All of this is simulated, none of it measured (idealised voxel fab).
The following is a process module called voxel ribs on slabs.
155 nm wide, 5 nm square cells: that's cross-section cut.
In what follows, cross-sections appear as grids of square cells, described through bands that run from the top down, where every band is one or more rows of cells. Band: top and bottom heights (nm) first, top before bottom; then materials from left to right, widths in nm. "throughout" marks a sole material filling the band edge to edge. "air" denotes empty space. We count height from 0. Below that, the starting wafer is all one material. The lowest band never ends at the bottom but goes on down; see "0 and below" for how that is written. Think of "30 to 40" as a width that walks from the first number to the second as you go down the band, top row to bottom row, taking equal-sized steps from row to row. Step marked "remains unaltered"? Then no cell in the cross-section changed in it. Voids lacking openings: empty space of 8 cells or more with no open way to the top, each as width x height at its distance from the left edge, in nm. Text after the settings on a step's line: the simulator's own remark on that step. A step's line can hold "overlay nm"; with a mask on that step, the setting says how far right of the planned place the mask lay, while a negative setting says it lay to the left.
[Intended process steps]
1: RECEIVE with material Si
2: DIRECTIONAL_DEP with material SiO2, thk nm 25
3: DIRECTIONAL_DEP with material SiN, thk nm 20
4: DIRECTIONAL_DEP with material aC, thk nm 10
5: PATTERN with tone cover, mask id RIB, material resist, width nm 30, thk nm 25, overlay nm 0
6: DIRECTIONAL_ETCH with etch materials aC, depth nm 10
7: STRIP with etch materials resist
8: DIRECTIONAL_ETCH with etch materials SiN, depth nm 5
9: STRIP with etch materials aC
10: MASKED_ETCH with tone cover, mask id SLAB, width nm 90, etch materials SiN, depth nm 15, overlay nm 0
11: FILL_DEP with material SiO2, thk nm 25
12: CMP with height nm 60
13: DIRECTIONAL_DEP with material W, thk nm 5
14: DIRECTIONAL_DEP with material aC, thk nm 15
15: PATTERN with tone cover, mask id HEATER, material resist, width nm 40, thk nm 30, overlay nm 0
16: DIRECTIONAL_ETCH with etch materials aC, depth nm 15
17: STRIP with etch materials resist
18: DIRECTIONAL_ETCH with etch materials W, depth nm 5
19: STRIP with etch materials aC
20: CONFORMAL_DEP with material SiO2, thk nm 10
[Cross-section of the incoming wafer, state after step 1]
* 0 and below  Si throughout
* Voids lacking openings: none
[The cross-section shown corresponds to the wafer at the conclusion of the module. The initial structure and the process plan are those presented above; however, one mistake occurred in executing the plan]
* 75 down to 70  air 45 nm, then SiO2 60 nm, then air 50 nm
* 70 down to 65  SiO2 throughout
* 65 down to 60  SiO2 55 nm, then W 40 nm, then SiO2 60 nm
* 60 down to 50  SiO2 30 nm, then SiN 90 nm, then SiO2 35 nm
* 50 down to 0  SiO2 throughout
* 0 and below  Si throughout
* Voids lacking openings: none
Plan not followed: plan step 2 was conducted twice
